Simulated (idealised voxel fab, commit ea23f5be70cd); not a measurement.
The process module that follows is named voxel transistor to metal.
Section cut is 155 nm wide and gridded with 5 nm square cells.
Heads up, the way a cross-section reads in here is a grid of square cells, handed over as bands from the top down, with every band being one or more rows of cells. Band entry format. Leading values: height of top, height of bottom, nm. Remainder: materials in left-to-right order, each with its width in nm. Special words: "everywhere" on a single material, which then fills the band edge to edge; "air", empty space. Beneath 0, the wafer as received is one material, and that level is where height counting begins. The lowest band goes on downward without a bottom; it is written like "z 0 and below". Per-row width for "30 to 40": begins at first number (top row of band), ends at second number (bottom row), increment between rows held constant. "nothing altered" -> step changed no cross-section cell. Basically, "Sealed internal voids" tells you about the enclosed voids: empty spaces with no open way to the top, 8 cells or bigger, each written width x height at distance, where distance is from the left edge, all in nm. On a step's line, text after the settings is the simulator commenting on that step. overlay nm: on a step with a mask, how far right of its planned place the mask lay; negative means left.
[Planned step list for the process]
- 1: RECEIVE (material Si)
- 2: OXIDIZE (depth nm 5)
- 3: CONFORMAL_DEP (material SiN; thk nm 15)
- 4: DIRECTIONAL_DEP (material aC; thk nm 15)
- 5: PATTERN (tone cover; mask id ACTIVE; material resist; width nm 110; thk nm 35; overlay nm 0)
- 6: DIRECTIONAL_ETCH (etch materials aC; depth nm 15)
- 7: STRIP (etch materials resist)
- 8: DIRECTIONAL_ETCH (etch materials SiN; depth nm 15)
- 9: DIRECTIONAL_ETCH (etch materials SiO2; depth nm 5)
- 10: DIRECTIONAL_ETCH (etch materials Si; depth nm 35)
- 11: STRIP (etch materials aC)
- 12: OXIDIZE (depth nm 5)
- 13: FILL_DEP (material SiO2; thk nm 15)
- 14: CMP (height nm 15)
- 15: SELECTIVE_ETCH (etch materials SiO2; depth nm 10)
- 16: STRIP (etch materials SiN)
- 17: SELECTIVE_ETCH (etch materials SiO2; depth nm 5)
- 18: OXIDIZE (depth nm 5)
- 19: DIRECTIONAL_DEP (material polySi; thk nm 25)
- 20: DIRECTIONAL_DEP (material SiCN; thk nm 10)
- 21: DIRECTIONAL_DEP (material aC; thk nm 10)
- 22: PATTERN (tone cover; mask id GATE; material resist; width nm 20; thk nm 25; overlay nm 0)
- 23: DIRECTIONAL_ETCH (etch materials aC; depth nm 10)
- 24: STRIP (etch materials resist)
- 25: DIRECTIONAL_ETCH (etch materials SiCN; depth nm 20)
- 26: DIRECTIONAL_ETCH (etch materials polySi; depth nm 35)
- 27: STRIP (etch materials aC)
- 28: CONFORMAL_DEP (material SiN; thk nm 5)
- 29: DIRECTIONAL_ETCH (etch materials SiN; depth nm 5)
- 30: DIRECTIONAL_ETCH (etch materials SiO2; depth nm 5)
- 31: DIRECTIONAL_ETCH (etch materials Si; depth nm 10)
- 32: EPI (material pSi; thk nm 15)
- 33: FILL_DEP (material SiO2; thk nm 10)
- 34: CMP (height nm 30)
- 35: DIRECTIONAL_DEP (material SiO2; thk nm 15)
- 36: MASKED_ETCH (tone open; mask id CONTACT; width nm 30; pitch nm 60; etch materials SiO2; depth nm 50; overlay nm 0)
- 37: CONFORMAL_DEP (material TiN; thk nm 5)
- 38: FILL_DEP (material Ru; thk nm 10)
- 39: CMP (height nm 45)
- 40: CONFORMAL_DEP (material SiCN; thk nm 5)
- 41: DIRECTIONAL_DEP (material SiO2; thk nm 25)
- 42: PATTERN (tone open; mask id METAL_1; material resist; width nm 20; pitch nm 70; thk nm 20; overlay nm 0)
- 43: DIRECTIONAL_ETCH (etch materials SiO2; depth nm 25)
- 44: DIRECTIONAL_ETCH (etch materials SiCN; depth nm 5)
- 45: STRIP (etch materials resist)
- 46: CONFORMAL_DEP (material TiN; thk nm 5)
- 47: FILL_DEP (material W; thk nm 5)
- 48: CMP (height nm 75)
- 49: EPI (material Ru; thk nm 5)
- 50: FILL_DEP (material SiCN; thk nm 5)
[first wafer, as planned]
[Wafer as received: cross-section following step 1]
* z 0 and below  Si everywhere
* Sealed internal voids: none
[Wafer section view after processing step 2]
* z 0 to -5  SiO2 everywhere
* Heights below -5 show no change.
[Wafer section view after processing step 3]
* z 15 to 0  SiN everywhere
* Heights below 0 show no change.
[Wafer section view after processing step 4]
* z 30 to 15  aC everywhere
* Heights below 15 show no change.
[Wafer section view after processing step 5]
* z 65 to 30  20 air | 110 resist | 25 air
* Heights below 30 show no change.
[Wafer section view after processing step 6]
* z 50 to 30  20 air | 110 resist | 25 air
* z 30 to 15  20 air | 110 aC | 25 air
* Heights below 15 show no change.
[Wafer section view after processing step 7]
* z 30 to 15  20 air | 110 aC | 25 air
* Heights below 15 show no change.
[Wafer section view after processing step 8]
* z 30 to 15  20 air | 110 aC | 25 air
* z 15 to 0  20 air | 110 SiN | 25 air
* Heights below 0 show no change.
[Wafer section view after processing step 9]
* z 30 to 15  20 air | 110 aC | 25 air
* z 15 to 0  20 air | 110 SiN | 25 air
* z 0 to -5  20 air | 110 SiO2 | 25 air
* Heights below -5 show no change.
[Wafer section view after processing step 10]
* z 30 to 15  20 air | 110 aC | 25 air
* z 15 to 0  20 air | 110 SiN | 25 air
* z 0 to -5  20 air | 110 SiO2 | 25 air
* z -5 to -40  20 air | 110 Si | 25 air
* Heights below -40 show no change.
[Wafer section view after processing step 11]
* z 15 to 0  20 air | 110 SiN | 25 air
* Heights below 0 show no change.
[Wafer section view after processing step 12]
* z 15 to 0  20 air | 110 SiN | 25 air
* z 0 to -5  20 air | 110 SiO2 | 25 air
* z -5 to -40  20 air | 5 SiO2 | 100 Si | 5 SiO2 | 25 air
* z -40 to -45  25 SiO2 | 100 Si | 30 SiO2
* Heights below -45 show no change.
[Wafer section view after processing step 13]
* z 30 to 15  SiO2 everywhere
* z 15 to 0  20 SiO2 | 110 SiN | 25 SiO2
* z 0 to -5  SiO2 everywhere
* z -5 to -45  25 SiO2 | 100 Si | 30 SiO2
* Heights below -45 show no change.
[Wafer section view after processing step 14]
* z 15 to 0  20 SiO2 | 110 SiN | 25 SiO2
* Heights below 0 show no change.
[Wafer section view after processing step 15]
* z 15 to 5  20 air | 110 SiN | 25 air
* Heights below 5 show no change.
[Wafer section view after processing step 16]
* z 5 to 0  20 SiO2 | 110 air | 25 SiO2
* Heights below 0 show no change.
[Wafer section view after processing step 17]
* z 0 to -5  15 SiO2 | 120 air | 20 SiO2
* Heights below -5 show no change.
[Wafer section view after processing step 18]
* z 0 to -5  15 SiO2 | 120 air | 20 SiO2
* z -5 to -10  SiO2 everywhere
* Heights below -10 show no change.
[Wafer section view after processing step 19]
* z 25 to 20  15 polySi | 120 air | 20 polySi
* z 20 to 0  polySi everywhere
* z 0 to -5  15 SiO2 | 120 polySi | 20 SiO2
* Heights below -5 show no change.
[Wafer section view after processing step 20]
* z 35 to 30  15 SiCN | 120 air | 20 SiCN
* z 30 to 25  SiCN everywhere
* z 25 to 20  15 polySi | 120 SiCN | 20 polySi
* Heights below 20 show no change.
[Wafer section view after processing step 21]
* z 45 to 40  15 aC | 120 air | 20 aC
* z 40 to 35  aC everywhere
* z 35 to 30  15 SiCN | 120 aC | 20 SiCN
* Heights below 30 show no change.
[Wafer section view after processing step 22]
* z 70 to 45  65 air | 20 resist | 70 air
* z 45 to 40  15 aC | 50 air | 20 resist | 50 air | 20 aC
* Heights below 40 show no change.
[Wafer section view after processing step 23]
* z 60 to 40  65 air | 20 resist | 70 air
* z 40 to 35  65 air | 20 aC | 70 air
* z 35 to 30  15 SiCN | 50 air | 20 aC | 50 air | 20 SiCN
* Heights below 30 show no change.
[Wafer section view after processing step 24]
* z 40 to 35  65 air | 20 aC | 70 air
* Heights below 35 show no change.
[Wafer section view after processing step 25]
* z 40 to 30  65 air | 20 aC | 70 air
* z 30 to 25  65 air | 20 SiCN | 70 air
* z 25 to 20  15 polySi | 50 air | 20 SiCN | 50 air | 20 polySi
* Heights below 20 show no change.
[Wafer section view after processing step 26]
* z 40 to 30  65 air | 20 aC | 70 air
* z 30 to 20  65 air | 20 SiCN | 70 air
* z 20 to 0  65 air | 20 polySi | 70 air
* z 0 to -5  15 SiO2 | 50 air | 20 polySi | 50 air | 20 SiO2
* Heights below -5 show no change.
[Wafer section view after processing step 27]
* z 30 to 20  65 air | 20 SiCN | 70 air
* Heights below 20 show no change.
[Wafer section view after processing step 28]
* z 35 to 30  60 air | 30 SiN | 65 air
* z 30 to 20  60 air | 5 SiN | 20 SiCN | 5 SiN | 65 air
* z 20 to 5  60 air | 5 SiN | 20 polySi | 5 SiN | 65 air
* z 5 to 0  20 SiN | 40 air | 5 SiN | 20 polySi | 5 SiN | 40 air | 25 SiN
* z 0 to -5  15 SiO2 | 50 SiN | 20 polySi | 50 SiN | 20 SiO2
* Heights below -5 show no change.
[Wafer section view after processing step 29]
* z 30 to 20  60 air | 5 SiN | 20 SiCN | 5 SiN | 65 air
* z 20 to 0  60 air | 5 SiN | 20 polySi | 5 SiN | 65 air
* z 0 to -5  15 SiO2 | 5 SiN | 40 air | 5 SiN | 20 polySi | 5 SiN | 40 air | 5 SiN | 20 SiO2
* Heights below -5 show no change.
[Wafer section view after processing step 30]
* z 30 to 20  60 air | 5 SiN | 20 SiCN | 5 SiN | 65 air
* z 20 to 0  60 air | 5 SiN | 20 polySi | 5 SiN | 65 air
* z 0 to -5  15 air | 5 SiN | 40 air | 5 SiN | 20 polySi | 5 SiN | 40 air | 5 SiN | 20 air
* z -5 to -10  20 SiO2 | 40 air | 30 SiO2 | 40 air | 25 SiO2
* Heights below -10 show no change.
[Wafer section view after processing step 31]
* z 30 to 20  60 air | 5 SiN | 20 SiCN | 5 SiN | 65 air
* z 20 to 0  60 air | 5 SiN | 20 polySi | 5 SiN | 65 air
* z 0 to -5  15 air | 5 SiN | 40 air | 5 SiN | 20 polySi | 5 SiN | 40 air | 5 SiN | 20 air
* z -5 to -10  20 SiO2 | 40 air | 30 SiO2 | 40 air | 25 SiO2
* z -10 to -20  25 SiO2 | 35 air | 30 Si | 35 air | 30 SiO2
* Heights below -20 show no change.
[Wafer section view after processing step 32]
* z 30 to 20  60 air | 5 SiN | 20 SiCN | 5 SiN | 65 air
* z 20 to 5  60 air | 5 SiN | 20 polySi | 5 SiN | 65 air
* z 5 to 0  45 air | 15 pSi | 5 SiN | 20 polySi | 5 SiN | 15 pSi | 50 air
* z 0 to -5  15 air | 5 SiN | 25 air | 15 pSi | 5 SiN | 20 polySi | 5 SiN | 15 pSi | 25 air | 5 SiN | 20 air
* z -5 to -10  20 SiO2 | 40 pSi | 30 SiO2 | 40 pSi | 25 SiO2
* z -10 to -20  25 SiO2 | 35 pSi | 30 Si | 35 pSi | 30 SiO2
* Heights below -20 show no change.
[Wafer section view after processing step 33]
* z 40 to 30  SiO2 everywhere
* z 30 to 20  60 SiO2 | 5 SiN | 20 SiCN | 5 SiN | 65 SiO2
* z 20 to 5  60 SiO2 | 5 SiN | 20 polySi | 5 SiN | 65 SiO2
* z 5 to 0  45 SiO2 | 15 pSi | 5 SiN | 20 polySi | 5 SiN | 15 pSi | 50 SiO2
* z 0 to -5  15 SiO2 | 5 SiN | 25 SiO2 | 15 pSi | 5 SiN | 20 polySi | 5 SiN | 15 pSi | 25 SiO2 | 5 SiN | 20 SiO2
* Heights below -5 show no change.
[Wafer section view after processing step 34]
* z 30 to 20  60 SiO2 | 5 SiN | 20 SiCN | 5 SiN | 65 SiO2
* Heights below 20 show no change.
[Wafer section view after processing step 35]
* z 45 to 30  SiO2 everywhere
* Heights below 30 show no change.
[Wafer section view after processing step 36]
* z 45 to 30  30 SiO2 | 30 air | 30 SiO2 | 30 air | 35 SiO2
* z 30 to 20  30 SiO2 | 30 air | 5 SiN | 20 SiCN | 5 SiN | 30 air | 35 SiO2
* z 20 to 5  30 SiO2 | 30 air | 5 SiN | 20 polySi | 5 SiN | 30 air | 35 SiO2
* z 5 to 0  30 SiO2 | 15 air | 15 pSi | 5 SiN | 20 polySi | 5 SiN | 15 pSi | 15 air | 35 SiO2
* z 0 to -5  15 SiO2 | 5 SiN | 10 SiO2 | 15 air | 15 pSi | 5 SiN | 20 polySi | 5 SiN | 15 pSi | 15 air | 10 SiO2 | 5 SiN | 20 SiO2
* Heights below -5 show no change.
[Wafer section view after processing step 37]
* z 50 to 45  35 TiN | 20 air | 40 TiN | 20 air | 40 TiN
* z 45 to 30  30 SiO2 | 5 TiN | 20 air | 5 TiN | 30 SiO2 | 5 TiN | 20 air | 5 TiN | 35 SiO2
* z 30 to 20  30 SiO2 | 5 TiN | 20 air | 5 TiN | 5 SiN | 20 SiCN | 5 SiN | 5 TiN | 20 air | 5 TiN | 35 SiO2
* z 20 to 10  30 SiO2 | 5 TiN | 20 air | 5 TiN | 5 SiN | 20 polySi | 5 SiN | 5 TiN | 20 air | 5 TiN | 35 SiO2
* z 10 to 5  30 SiO2 | 5 TiN | 5 air | 20 TiN | 5 SiN | 20 polySi | 5 SiN | 20 TiN | 5 air | 5 TiN | 35 SiO2
* z 5 to 0  30 SiO2 | 5 TiN | 5 air | 5 TiN | 15 pSi | 5 SiN | 20 polySi | 5 SiN | 15 pSi | 5 TiN | 5 air | 5 TiN | 35 SiO2
* z 0 to -5  15 SiO2 | 5 SiN | 10 SiO2 | 15 TiN | 15 pSi | 5 SiN | 20 polySi | 5 SiN | 15 pSi | 15 TiN | 10 SiO2 | 5 SiN | 20 SiO2
* Heights below -5 show no change.
[Wafer section view after processing step 38]
* z 60 to 50  Ru everywhere
* z 50 to 45  35 TiN | 20 Ru | 40 TiN | 20 Ru | 40 TiN
* z 45 to 30  30 SiO2 | 5 TiN | 20 Ru | 5 TiN | 30 SiO2 | 5 TiN | 20 Ru | 5 TiN | 35 SiO2
* z 30 to 20  30 SiO2 | 5 TiN | 20 Ru | 5 TiN | 5 SiN | 20 SiCN | 5 SiN | 5 TiN | 20 Ru | 5 TiN | 35 SiO2
* z 20 to 10  30 SiO2 | 5 TiN | 20 Ru | 5 TiN | 5 SiN | 20 polySi | 5 SiN | 5 TiN | 20 Ru | 5 TiN | 35 SiO2
* z 10 to 5  30 SiO2 | 5 TiN | 5 Ru | 20 TiN | 5 SiN | 20 polySi | 5 SiN | 20 TiN | 5 Ru | 5 TiN | 35 SiO2
* z 5 to 0  30 SiO2 | 5 TiN | 5 Ru | 5 TiN | 15 pSi | 5 SiN | 20 polySi | 5 SiN | 15 pSi | 5 TiN | 5 Ru | 5 TiN | 35 SiO2
* Heights below 0 show no change.
[Wafer section view after processing step 39]
* z 45 to 30  30 SiO2 | 5 TiN | 20 Ru | 5 TiN | 30 SiO2 | 5 TiN | 20 Ru | 5 TiN | 35 SiO2
* Heights below 30 show no change.
[Wafer section view after processing step 40]
* z 50 to 45  SiCN everywhere
* Heights below 45 show no change.
[Wafer section view after processing step 41]
* z 75 to 50  SiO2 everywhere
* Heights below 50 show no change.
[Wafer section view after processing step 42]
* z 95 to 75  30 resist | 20 air | 50 resist | 20 air | 35 resist
* Heights below 75 show no change.
[Wafer section view after processing step 43]
* z 95 to 75  30 resist | 20 air | 50 resist | 20 air | 35 resist
* z 75 to 50  30 SiO2 | 20 air | 50 SiO2 | 20 air | 35 SiO2
* Heights below 50 show no change.
[Wafer section view after processing step 44]
* z 95 to 75  30 resist | 20 air | 50 resist | 20 air | 35 resist
* z 75 to 50  30 SiO2 | 20 air | 50 SiO2 | 20 air | 35 SiO2
* z 50 to 45  30 SiCN | 20 air | 50 SiCN | 20 air | 35 SiCN
* Heights below 45 show no change.
[Wafer section view after processing step 45]
* z 75 to 50  30 SiO2 | 20 air | 50 SiO2 | 20 air | 35 SiO2
* Heights below 50 show no change.
[Wafer section view after processing step 46]
* z 80 to 75  35 TiN | 10 air | 60 TiN | 10 air | 40 TiN
* z 75 to 50  30 SiO2 | 5 TiN | 10 air | 5 TiN | 50 SiO2 | 5 TiN | 10 air | 5 TiN | 35 SiO2
* z 50 to 45  30 SiCN | 20 TiN | 50 SiCN | 20 TiN | 35 SiCN
* Heights below 45 show no change.
[Wafer section view after processing step 47]
* z 85 to 80  W everywhere
* z 80 to 75  35 TiN | 10 W | 60 TiN | 10 W | 40 TiN
* z 75 to 50  30 SiO2 | 5 TiN | 10 W | 5 TiN | 50 SiO2 | 5 TiN | 10 W | 5 TiN | 35 SiO2
* Heights below 50 show no change.
[Wafer section view after processing step 48]
* z 75 to 50  30 SiO2 | 5 TiN | 10 W | 5 TiN | 50 SiO2 | 5 TiN | 10 W | 5 TiN | 35 SiO2
* Heights below 50 show no change.
[Wafer section view after processing step 49]
* z 80 to 75  25 air | 30 Ru | 40 air | 30 Ru | 30 air
* Heights below 75 show no change.
[Wafer section view after processing step 50]
* z 85 to 80  SiCN everywhere
* z 80 to 75  25 SiCN | 30 Ru | 40 SiCN | 30 Ru | 30 SiCN
* Heights below 75 show no change.
[What follows concerns the second wafer, which started out like the first and was meant to follow the very same plan; one mistake crept in when it was run, but everything up to and including step 4 is the same as for the first wafer]
[Second wafer: cross-section at the scheduled end of step 5]
* z 65 to 30  20 resist | 110 air | 25 resist
* Heights below 30 show no change.
[Second wafer: cross-section at the scheduled end of step 6]
* z 50 to 30  20 resist | 110 air | 25 resist
* z 30 to 15  20 aC | 110 air | 25 aC
* Heights below 15 show no change.
[Second wafer: cross-section at the scheduled end of step 7]
* z 30 to 15  20 aC | 110 air | 25 aC
* Heights below 15 show no change.
[Second wafer: cross-section at the scheduled end of step 8]
* z 30 to 15  20 aC | 110 air | 25 aC
* z 15 to 0  20 SiN | 110 air | 25 SiN
* Heights below 0 show no change.
[Second wafer: cross-section at the scheduled end of step 9]
* z 30 to 15  20 aC | 110 air | 25 aC
* z 15 to 0  20 SiN | 110 air | 25 SiN
* z 0 to -5  20 SiO2 | 110 air | 25 SiO2
* Heights below -5 show no change.
[Second wafer: cross-section at the scheduled end of step 10]
* z 30 to 15  20 aC | 110 air | 25 aC
* z 15 to 0  20 SiN | 110 air | 25 SiN
* z 0 to -5  20 SiO2 | 110 air | 25 SiO2
* z -5 to -40  20 Si | 110 air | 25 Si
* Heights below -40 show no change.
[Second wafer: cross-section at the scheduled end of step 11]
* z 15 to 0  20 SiN | 110 air | 25 SiN
* Heights below 0 show no change.
[Second wafer: cross-section at the scheduled end of step 12]
* z 15 to 0  20 SiN | 110 air | 25 SiN
* z 0 to -5  20 SiO2 | 110 air | 25 SiO2
* z -5 to -40  15 Si | 5 SiO2 | 110 air | 5 SiO2 | 20 Si
* z -40 to -45  15 Si | 120 SiO2 | 20 Si
* Heights below -45 show no change.
[Second wafer: cross-section at the scheduled end of step 13]
* z 30 to 15  SiO2 everywhere
* z 15 to 0  20 SiN | 110 SiO2 | 25 SiN
* z 0 to -5  SiO2 everywhere
* z -5 to -45  15 Si | 120 SiO2 | 20 Si
* Heights below -45 show no change.
[Second wafer: cross-section at the scheduled end of step 14]
* z 15 to 0  20 SiN | 110 SiO2 | 25 SiN
* Heights below 0 show no change.
[Second wafer: cross-section at the scheduled end of step 15]
* z 15 to 5  20 SiN | 110 air | 25 SiN
* Heights below 5 show no change.
[Second wafer: cross-section at the scheduled end of step 16]
* z 5 to 0  20 air | 110 SiO2 | 25 air
* Heights below 0 show no change.
[Second wafer: cross-section at the scheduled end of step 17]
* z 0 to -5  25 air | 100 SiO2 | 30 air
* Heights below -5 show no change.
[Second wafer: cross-section at the scheduled end of step 18]
* z 0 to -5  25 air | 100 SiO2 | 30 air
* z -5 to -10  SiO2 everywhere
* Heights below -10 show no change.
[Second wafer: cross-section at the scheduled end of step 19]
* z 25 to 20  25 air | 100 polySi | 30 air
* z 20 to 0  polySi everywhere
* z 0 to -5  25 polySi | 100 SiO2 | 30 polySi
* Heights below -5 show no change.
[Second wafer: cross-section at the scheduled end of step 20]
* z 35 to 30  25 air | 100 SiCN | 30 air
* z 30 to 25  SiCN everywhere
* z 25 to 20  25 SiCN | 100 polySi | 30 SiCN
* Heights below 20 show no change.
[Second wafer: cross-section at the scheduled end of step 21]
* z 45 to 40  25 air | 100 aC | 30 air
* z 40 to 35  aC everywhere
* z 35 to 30  25 aC | 100 SiCN | 30 aC
* Heights below 30 show no change.
[Second wafer: cross-section at the scheduled end of step 22]
* z 70 to 45  65 air | 20 resist | 70 air
* Heights below 45 show no change.
[Second wafer: cross-section at the scheduled end of step 23]
* z 60 to 45  65 air | 20 resist | 70 air
* z 45 to 35  65 air | 20 aC | 70 air
* z 35 to 30  25 air | 100 SiCN | 30 air
* Heights below 30 show no change.
[Second wafer: cross-section at the scheduled end of step 24]
* z 45 to 35  65 air | 20 aC | 70 air
* Heights below 35 show no change.
[Second wafer: cross-section at the scheduled end of step 25]
* z 45 to 35  65 air | 20 aC | 70 air
* z 35 to 25  65 air | 20 SiCN | 70 air
* z 25 to 20  25 air | 100 polySi | 30 air
* Heights below 20 show no change.
[Second wafer: cross-section at the scheduled end of step 26]
* z 45 to 35  65 air | 20 aC | 70 air
* z 35 to 25  65 air | 20 SiCN | 70 air
* z 25 to 0  65 air | 20 polySi | 70 air
* z 0 to -5  25 air | 100 SiO2 | 30 air
* Heights below -5 show no change.
[Second wafer: cross-section at the scheduled end of step 27]
* z 35 to 25  65 air | 20 SiCN | 70 air
* Heights below 25 show no change.
[Second wafer: cross-section at the scheduled end of step 28]
* z 40 to 35  60 air | 30 SiN | 65 air
* z 35 to 25  60 air | 5 SiN | 20 SiCN | 5 SiN | 65 air
* z 25 to 5  60 air | 5 SiN | 20 polySi | 5 SiN | 65 air
* z 5 to 0  20 air | 45 SiN | 20 polySi | 45 SiN | 25 air
* z 0 to -5  25 SiN | 100 SiO2 | 30 SiN
* Heights below -5 show no change.
[Second wafer: cross-section at the scheduled end of step 29]
* z 35 to 25  60 air | 5 SiN | 20 SiCN | 5 SiN | 65 air
* z 25 to 0  60 air | 5 SiN | 20 polySi | 5 SiN | 65 air
* z 0 to -5  20 air | 5 SiN | 100 SiO2 | 5 SiN | 25 air
* Heights below -5 show no change.
[Second wafer: cross-section at the scheduled end of step 30]
* z 35 to 25  60 air | 5 SiN | 20 SiCN | 5 SiN | 65 air
* z 25 to 0  60 air | 5 SiN | 20 polySi | 5 SiN | 65 air
* z 0 to -5  20 air | 5 SiN | 35 air | 30 SiO2 | 35 air | 5 SiN | 25 air
* z -5 to -10  20 air | 110 SiO2 | 25 air
* Heights below -10 show no change.
[Second wafer: cross-section at the scheduled end of step 31]
* z 35 to 25  60 air | 5 SiN | 20 SiCN | 5 SiN | 65 air
* z 25 to 0  60 air | 5 SiN | 20 polySi | 5 SiN | 65 air
* z 0 to -5  20 air | 5 SiN | 35 air | 30 SiO2 | 35 air | 5 SiN | 25 air
* z -5 to -10  20 air | 110 SiO2 | 25 air
* z -10 to -20  15 air | 120 SiO2 | 20 air
* Heights below -20 show no change.
[Second wafer: cross-section at the scheduled end of step 32]
* z 35 to 25  60 air | 5 SiN | 20 SiCN | 5 SiN | 65 air
* z 25 to 0  60 air | 5 SiN | 20 polySi | 5 SiN | 65 air
* z 0 to -5  20 air | 5 SiN | 35 air | 30 SiO2 | 35 air | 5 SiN | 25 air
* z -5 to -10  20 pSi | 110 SiO2 | 25 pSi
* z -10 to -20  15 pSi | 120 SiO2 | 20 pSi
* Heights below -20 show no change.
[Second wafer: cross-section at the scheduled end of step 33]
* z 45 to 35  SiO2 everywhere
* z 35 to 25  60 SiO2 | 5 SiN | 20 SiCN | 5 SiN | 65 SiO2
* z 25 to 0  60 SiO2 | 5 SiN | 20 polySi | 5 SiN | 65 SiO2
* z 0 to -5  20 SiO2 | 5 SiN | 100 SiO2 | 5 SiN | 25 SiO2
* Heights below -5 show no change.
[Second wafer: cross-section at the scheduled end of step 34]
* z 30 to 25  60 SiO2 | 5 SiN | 20 SiCN | 5 SiN | 65 SiO2
* Heights below 25 show no change.
[Second wafer: cross-section at the scheduled end of step 35]
* z 45 to 30  SiO2 everywhere
* Heights below 30 show no change.
[Second wafer: cross-section at the scheduled end of step 36]
* z 45 to 30  30 SiO2 | 30 air | 30 SiO2 | 30 air | 35 SiO2
* z 30 to 25  30 SiO2 | 30 air | 5 SiN | 20 SiCN | 5 SiN | 30 air | 35 SiO2
* z 25 to 0  30 SiO2 | 30 air | 5 SiN | 20 polySi | 5 SiN | 30 air | 35 SiO2
* z 0 to -5  20 SiO2 | 5 SiN | 5 SiO2 | 30 air | 30 SiO2 | 30 air | 5 SiO2 | 5 SiN | 25 SiO2
* Heights below -5 show no change.
[Second wafer: cross-section at the scheduled end of step 37]
* z 50 to 45  35 TiN | 20 air | 40 TiN | 20 air | 40 TiN
* z 45 to 30  30 SiO2 | 5 TiN | 20 air | 5 TiN | 30 SiO2 | 5 TiN | 20 air | 5 TiN | 35 SiO2
* z 30 to 25  30 SiO2 | 5 TiN | 20 air | 5 TiN | 5 SiN | 20 SiCN | 5 SiN | 5 TiN | 20 air | 5 TiN | 35 SiO2
* z 25 to 0  30 SiO2 | 5 TiN | 20 air | 5 TiN | 5 SiN | 20 polySi | 5 SiN | 5 TiN | 20 air | 5 TiN | 35 SiO2
* z 0 to -5  20 SiO2 | 5 SiN | 5 SiO2 | 30 TiN | 30 SiO2 | 30 TiN | 5 SiO2 | 5 SiN | 25 SiO2
* Heights below -5 show no change.
[Second wafer: cross-section at the scheduled end of step 38]
* z 60 to 50  Ru everywhere
* z 50 to 45  35 TiN | 20 Ru | 40 TiN | 20 Ru | 40 TiN
* z 45 to 30  30 SiO2 | 5 TiN | 20 Ru | 5 TiN | 30 SiO2 | 5 TiN | 20 Ru | 5 TiN | 35 SiO2
* z 30 to 25  30 SiO2 | 5 TiN | 20 Ru | 5 TiN | 5 SiN | 20 SiCN | 5 SiN | 5 TiN | 20 Ru | 5 TiN | 35 SiO2
* z 25 to 0  30 SiO2 | 5 TiN | 20 Ru | 5 TiN | 5 SiN | 20 polySi | 5 SiN | 5 TiN | 20 Ru | 5 TiN | 35 SiO2
* Heights below 0 show no change.
[Second wafer: cross-section at the scheduled end of step 39]
* z 45 to 30  30 SiO2 | 5 TiN | 20 Ru | 5 TiN | 30 SiO2 | 5 TiN | 20 Ru | 5 TiN | 35 SiO2
* Heights below 30 show no change.
[Second wafer: cross-section at the scheduled end of step 40]
* z 50 to 45  SiCN everywhere
* Heights below 45 show no change.
[Second wafer: cross-section at the scheduled end of step 41]
* z 75 to 50  SiO2 everywhere
* Heights below 50 show no change.
[Second wafer: cross-section at the scheduled end of step 42]
* z 95 to 75  30 resist | 20 air | 50 resist | 20 air | 35 resist
* Heights below 75 show no change.
[Second wafer: cross-section at the scheduled end of step 43]
* z 95 to 75  30 resist | 20 air | 50 resist | 20 air | 35 resist
* z 75 to 50  30 SiO2 | 20 air | 50 SiO2 | 20 air | 35 SiO2
* Heights below 50 show no change.
[Second wafer: cross-section at the scheduled end of step 44]
* z 95 to 75  30 resist | 20 air | 50 resist | 20 air | 35 resist
* z 75 to 50  30 SiO2 | 20 air | 50 SiO2 | 20 air | 35 SiO2
* z 50 to 45  30 SiCN | 20 air | 50 SiCN | 20 air | 35 SiCN
* Heights below 45 show no change.
[Second wafer: cross-section at the scheduled end of step 45]
* z 75 to 50  30 SiO2 | 20 air | 50 SiO2 | 20 air | 35 SiO2
* Heights below 50 show no change.
[Second wafer: cross-section at the scheduled end of step 46]
* z 80 to 75  35 TiN | 10 air | 60 TiN | 10 air | 40 TiN
* z 75 to 50  30 SiO2 | 5 TiN | 10 air | 5 TiN | 50 SiO2 | 5 TiN | 10 air | 5 TiN | 35 SiO2
* z 50 to 45  30 SiCN | 20 TiN | 50 SiCN | 20 TiN | 35 SiCN
* Heights below 45 show no change.
[Second wafer: cross-section at the scheduled end of step 47]
* z 85 to 80  W everywhere
* z 80 to 75  35 TiN | 10 W | 60 TiN | 10 W | 40 TiN
* z 75 to 50  30 SiO2 | 5 TiN | 10 W | 5 TiN | 50 SiO2 | 5 TiN | 10 W | 5 TiN | 35 SiO2
* Heights below 50 show no change.
[Second wafer: cross-section at the scheduled end of step 48]
* z 75 to 50  30 SiO2 | 5 TiN | 10 W | 5 TiN | 50 SiO2 | 5 TiN | 10 W | 5 TiN | 35 SiO2
* Heights below 50 show no change.
[Second wafer: cross-section at the scheduled end of step 49]
* z 80 to 75  25 air | 30 Ru | 40 air | 30 Ru | 30 air
* Heights below 75 show no change.
[Second wafer: cross-section at the scheduled end of step 50]
* z 85 to 80  SiCN everywhere
* z 80 to 75  25 SiCN | 30 Ru | 40 SiCN | 30 Ru | 30 SiCN
* Heights below 75 show no change.
Deviation noted in wafer processing: step 5 ran as: PATTERN (tone open; mask id ACTIVE; material resist; width nm 110; thk nm 35; overlay nm 0)
Final comparison by cell count, materials where the second wafer has more or fewer than the first: +12 Ru | -77 Si | -4 SiCN | -2 SiN | +104 SiO2 | -33 pSi
